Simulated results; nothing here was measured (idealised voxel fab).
Process module name: voxel wiring stack
FYI the section here is cut, 190 nm wide, cells are 5 nm squares.
Reading order for cross-sections: top band down to bottom band. Underlying form: a grid of square cells. Band size: one or more rows of cells.
First you get the band's top height and its bottom height, in nm, and then the materials it's made of, left to right, with each width in nm. If you see a single material with "full width", that one covers the band edge to edge. "empty" is empty space.
Heights are measured from 0, the level below which the as-received wafer is all one material; the lowest band has no bottom and continues downward, written as in "0 nm and below".
Top row gets the first number, bottom row gets the second, and each row in between changes by the same step: that is how a band width like "30->40" works.
What does "changes: none" mean for a step? It means no cell of the cross-section changed in that step.
Any empty space of 8 cells or more lacking an open way to the top shows up in "Fully closed voids" as width x height at distance, distance from the left edge, in nm.
Text after the settings on a step's line: the simulator's own remark on that step.
Each step line may optionally specify "overlay nm", which for a step with a mask gives the rightward distance between the mask's planned place and where it lay, a negative value indicating the leftward direction.

## Process steps - plan
1) RECEIVE: material Si
2) CONFORMAL_DEP: material SiO2, thk nm 10
3) CONFORMAL_DEP: material SiN, thk nm 5
4) DIRECTIONAL_DEP: material lowk, thk nm 15
5) DIRECTIONAL_DEP: material aC, thk nm 10
6) PATTERN: tone open, mask id METAL_1, material resist, width nm 30, pitch nm 60, thk nm 30, overlay nm 0
7) DIRECTIONAL_ETCH: etch materials aC, depth nm 10
8) STRIP: etch materials resist
9) DIRECTIONAL_ETCH: etch materials lowk, depth nm 15
10) DIRECTIONAL_ETCH: etch materials SiN, depth nm 5
11) STRIP: etch materials aC
12) CONFORMAL_DEP: material TiN, thk nm 5
13) FILL_DEP: material Cu, thk nm 10
14) CMP: height nm 30
15) EPI: material Ru, thk nm 5
16) FILL_DEP: material SiCN, thk nm 5
17) DIRECTIONAL_DEP: material SiO2, thk nm 15
18) PATTERN: tone open, mask id PLUG_1, material resist, width nm 15, pitch nm 60, thk nm 20, overlay nm 0
19) DIRECTIONAL_ETCH: etch materials SiO2, depth nm 15
20) DIRECTIONAL_ETCH: etch materials SiCN, depth nm 5
21) STRIP: etch materials resist
22) CONFORMAL_DEP: material TiN, thk nm 5
23) FILL_DEP: material Ru, thk nm 10
24) CMP: height nm 55
25) DIRECTIONAL_DEP: material TiN, thk nm 5
26) DIRECTIONAL_DEP: material W, thk nm 20
27) MASKED_ETCH: tone cover, mask id METAL_2, width nm 30, pitch nm 60, etch materials W, depth nm 20, overlay nm 0
28) MASKED_ETCH: tone cover, mask id METAL_2, width nm 30, pitch nm 60, etch materials TiN, depth nm 5, overlay nm 0
29) FILL_DEP: material SiO2, thk nm 5
30) CMP: height nm 80
31) CONFORMAL_DEP: material SiCN, thk nm 5

## First wafer of two (run as planned)

## This is the cross-section of the wafer as we received it, i.e. after step 1
- 0 nm and below  Si full width
- Fully closed voids: none

## The following cross-section depicts the wafer upon completion of step 2
- 10 nm to 0 nm  SiO2 full width
- Heights below 0 show no change.

## The following cross-section depicts the wafer upon completion of step 3
- 15 nm to 10 nm  SiN full width
- Heights below 10 show no change.

## The following cross-section depicts the wafer upon completion of step 4
- 30 nm to 15 nm  lowk full width
- Heights below 15 show no change.

## The following cross-section depicts the wafer upon completion of step 5
- 40 nm to 30 nm  aC full width
- Heights below 30 show no change.

## The following cross-section depicts the wafer upon completion of step 6
- 70 nm to 40 nm  20 nm resist, 30 nm empty, 30 nm resist, 30 nm empty, 30 nm resist, 30 nm empty, 20 nm resist
- Heights below 40 show no change.

## The following cross-section depicts the wafer upon completion of step 7
- 60 nm to 40 nm  20 nm resist, 30 nm empty, 30 nm resist, 30 nm empty, 30 nm resist, 30 nm empty, 20 nm resist
- 40 nm to 30 nm  20 nm aC, 30 nm empty, 30 nm aC, 30 nm empty, 30 nm aC, 30 nm empty, 20 nm aC
- Heights below 30 show no change.

## The following cross-section depicts the wafer upon completion of step 8
- 40 nm to 30 nm  20 nm aC, 30 nm empty, 30 nm aC, 30 nm empty, 30 nm aC, 30 nm empty, 20 nm aC
- Heights below 30 show no change.

## The following cross-section depicts the wafer upon completion of step 9
- 40 nm to 30 nm  20 nm aC, 30 nm empty, 30 nm aC, 30 nm empty, 30 nm aC, 30 nm empty, 20 nm aC
- 30 nm to 15 nm  20 nm lowk, 30 nm empty, 30 nm lowk, 30 nm empty, 30 nm lowk, 30 nm empty, 20 nm lowk
- Heights below 15 show no change.

## The following cross-section depicts the wafer upon completion of step 10
- 40 nm to 30 nm  20 nm aC, 30 nm empty, 30 nm aC, 30 nm empty, 30 nm aC, 30 nm empty, 20 nm aC
- 30 nm to 15 nm  20 nm lowk, 30 nm empty, 30 nm lowk, 30 nm empty, 30 nm lowk, 30 nm empty, 20 nm lowk
- 15 nm to 10 nm  20 nm SiN, 30 nm empty, 30 nm SiN, 30 nm empty, 30 nm SiN, 30 nm empty, 20 nm SiN
- Heights below 10 show no change.

## The following cross-section depicts the wafer upon completion of step 11
- 30 nm to 15 nm  20 nm lowk, 30 nm empty, 30 nm lowk, 30 nm empty, 30 nm lowk, 30 nm empty, 20 nm lowk
- Heights below 15 show no change.

## The following cross-section depicts the wafer upon completion of step 12
- 35 nm to 30 nm  25 nm TiN, 20 nm empty, 40 nm TiN, 20 nm empty, 40 nm TiN, 20 nm empty, 25 nm TiN
- 30 nm to 15 nm  20 nm lowk, 5 nm TiN, 20 nm empty, 5 nm TiN, 30 nm lowk, 5 nm TiN, 20 nm empty, 5 nm TiN, 30 nm lowk, 5 nm TiN, 20 nm empty, 5 nm TiN, 20 nm lowk
- 15 nm to 10 nm  20 nm SiN, 30 nm TiN, 30 nm SiN, 30 nm TiN, 30 nm SiN, 30 nm TiN, 20 nm SiN
- Heights below 10 show no change.

## The following cross-section depicts the wafer upon completion of step 13
- 45 nm to 35 nm  Cu full width
- 35 nm to 30 nm  25 nm TiN, 20 nm Cu, 40 nm TiN, 20 nm Cu, 40 nm TiN, 20 nm Cu, 25 nm TiN
- 30 nm to 15 nm  20 nm lowk, 5 nm TiN, 20 nm Cu, 5 nm TiN, 30 nm lowk, 5 nm TiN, 20 nm Cu, 5 nm TiN, 30 nm lowk, 5 nm TiN, 20 nm Cu, 5 nm TiN, 20 nm lowk
- Heights below 15 show no change.

## The following cross-section depicts the wafer upon completion of step 14
- 30 nm to 15 nm  20 nm lowk, 5 nm TiN, 20 nm Cu, 5 nm TiN, 30 nm lowk, 5 nm TiN, 20 nm Cu, 5 nm TiN, 30 nm lowk, 5 nm TiN, 20 nm Cu, 5 nm TiN, 20 nm lowk
- Heights below 15 show no change.

## The following cross-section depicts the wafer upon completion of step 15
- 35 nm to 30 nm  15 nm empty, 40 nm Ru, 20 nm empty, 40 nm Ru, 20 nm empty, 40 nm Ru, 15 nm empty
- Heights below 30 show no change.

## The following cross-section depicts the wafer upon completion of step 16
- 40 nm to 35 nm  SiCN full width
- 35 nm to 30 nm  15 nm SiCN, 40 nm Ru, 20 nm SiCN, 40 nm Ru, 20 nm SiCN, 40 nm Ru, 15 nm SiCN
- Heights below 30 show no change.

## The following cross-section depicts the wafer upon completion of step 17
- 55 nm to 40 nm  SiO2 full width
- Heights below 40 show no change.

## The following cross-section depicts the wafer upon completion of step 18
- 75 nm to 55 nm  20 nm resist, 15 nm empty, 45 nm resist, 15 nm empty, 45 nm resist, 15 nm empty, 35 nm resist
- Heights below 55 show no change.

## The following cross-section depicts the wafer upon completion of step 19
- 75 nm to 55 nm  20 nm resist, 15 nm empty, 45 nm resist, 15 nm empty, 45 nm resist, 15 nm empty, 35 nm resist
- 55 nm to 40 nm  20 nm SiO2, 15 nm empty, 45 nm SiO2, 15 nm empty, 45 nm SiO2, 15 nm empty, 35 nm SiO2
- Heights below 40 show no change.

## The following cross-section depicts the wafer upon completion of step 20
- 75 nm to 55 nm  20 nm resist, 15 nm empty, 45 nm resist, 15 nm empty, 45 nm resist, 15 nm empty, 35 nm resist
- 55 nm to 40 nm  20 nm SiO2, 15 nm empty, 45 nm SiO2, 15 nm empty, 45 nm SiO2, 15 nm empty, 35 nm SiO2
- 40 nm to 35 nm  20 nm SiCN, 15 nm empty, 45 nm SiCN, 15 nm empty, 45 nm SiCN, 15 nm empty, 35 nm SiCN
- Heights below 35 show no change.

## The following cross-section depicts the wafer upon completion of step 21
- 55 nm to 40 nm  20 nm SiO2, 15 nm empty, 45 nm SiO2, 15 nm empty, 45 nm SiO2, 15 nm empty, 35 nm SiO2
- Heights below 40 show no change.

## The following cross-section depicts the wafer upon completion of step 22
- 60 nm to 55 nm  25 nm TiN, 5 nm empty, 55 nm TiN, 5 nm empty, 55 nm TiN, 5 nm empty, 40 nm TiN
- 55 nm to 40 nm  20 nm SiO2, 5 nm TiN, 5 nm empty, 5 nm TiN, 45 nm SiO2, 5 nm TiN, 5 nm empty, 5 nm TiN, 45 nm SiO2, 5 nm TiN, 5 nm empty, 5 nm TiN, 35 nm SiO2
- 40 nm to 35 nm  20 nm SiCN, 15 nm TiN, 45 nm SiCN, 15 nm TiN, 45 nm SiCN, 15 nm TiN, 35 nm SiCN
- Heights below 35 show no change.

## The following cross-section depicts the wafer upon completion of step 23
- 70 nm to 60 nm  Ru full width
- 60 nm to 55 nm  25 nm TiN, 5 nm Ru, 55 nm TiN, 5 nm Ru, 55 nm TiN, 5 nm Ru, 40 nm TiN
- 55 nm to 40 nm  20 nm SiO2, 5 nm TiN, 5 nm Ru, 5 nm TiN, 45 nm SiO2, 5 nm TiN, 5 nm Ru, 5 nm TiN, 45 nm SiO2, 5 nm TiN, 5 nm Ru, 5 nm TiN, 35 nm SiO2
- Heights below 40 show no change.

## The following cross-section depicts the wafer upon completion of step 24
- 55 nm to 40 nm  20 nm SiO2, 5 nm TiN, 5 nm Ru, 5 nm TiN, 45 nm SiO2, 5 nm TiN, 5 nm Ru, 5 nm TiN, 45 nm SiO2, 5 nm TiN, 5 nm Ru, 5 nm TiN, 35 nm SiO2
- Heights below 40 show no change.

## The following cross-section depicts the wafer upon completion of step 25
- 60 nm to 55 nm  TiN full width
- Heights below 55 show no change.

## The following cross-section depicts the wafer upon completion of step 26
- 80 nm to 60 nm  W full width
- Heights below 60 show no change.

## The following cross-section depicts the wafer upon completion of step 27
- 80 nm to 60 nm  20 nm empty, 30 nm W, 30 nm empty, 30 nm W, 30 nm empty, 30 nm W, 20 nm empty
- Heights below 60 show no change.

## The following cross-section depicts the wafer upon completion of step 28
- 80 nm to 60 nm  20 nm empty, 30 nm W, 30 nm empty, 30 nm W, 30 nm empty, 30 nm W, 20 nm empty
- 60 nm to 55 nm  20 nm empty, 30 nm TiN, 30 nm empty, 30 nm TiN, 30 nm empty, 30 nm TiN, 20 nm empty
- Heights below 55 show no change.

## The following cross-section depicts the wafer upon completion of step 29
- 85 nm to 80 nm  SiO2 full width
- 80 nm to 60 nm  20 nm SiO2, 30 nm W, 30 nm SiO2, 30 nm W, 30 nm SiO2, 30 nm W, 20 nm SiO2
- 60 nm to 55 nm  20 nm SiO2, 30 nm TiN, 30 nm SiO2, 30 nm TiN, 30 nm SiO2, 30 nm TiN, 20 nm SiO2
- Heights below 55 show no change.

## The following cross-section depicts the wafer upon completion of step 30
- 80 nm to 60 nm  20 nm SiO2, 30 nm W, 30 nm SiO2, 30 nm W, 30 nm SiO2, 30 nm W, 20 nm SiO2
- Heights below 60 show no change.

## The following cross-section depicts the wafer upon completion of step 31
- 85 nm to 80 nm  SiCN full width
- Heights below 80 show no change.

## second wafer: like start, like plan, one mistake. Through step 27 it matches the first wafer

## X-section, second wafer, when step 28 was due to finish
- 80 nm to 60 nm  20 nm empty, 30 nm W, 30 nm empty, 30 nm W, 30 nm empty, 30 nm W, 20 nm empty
- 60 nm to 55 nm  15 nm empty, 35 nm TiN, 25 nm empty, 35 nm TiN, 25 nm empty, 35 nm TiN, 20 nm empty
- Heights below 55 show no change.

## X-section, second wafer, when step 29 was due to finish
- 85 nm to 80 nm  SiO2 full width
- 80 nm to 60 nm  20 nm SiO2, 30 nm W, 30 nm SiO2, 30 nm W, 30 nm SiO2, 30 nm W, 20 nm SiO2
- 60 nm to 55 nm  15 nm SiO2, 35 nm TiN, 25 nm SiO2, 35 nm TiN, 25 nm SiO2, 35 nm TiN, 20 nm SiO2
- Heights below 55 show no change.

## X-section, second wafer, when step 30 was due to finish
- 80 nm to 60 nm  20 nm SiO2, 30 nm W, 30 nm SiO2, 30 nm W, 30 nm SiO2, 30 nm W, 20 nm SiO2
- Heights below 60 show no change.

## X-section, second wafer, when step 31 was due to finish
- 85 nm to 80 nm  SiCN full width
- Heights below 80 show no change.
So what did we get wrong on this run? off-plan run, step 28, actual operation and settings MASKED_ETCH: tone cover, mask id METAL_2, width nm 30, pitch nm 60, etch materials TiN, depth nm 5, overlay nm -5
Per the end-of-run cell counts, the second wafer holds more or fewer of some materials than the first: SiO2: 3 fewer | TiN: 3 more
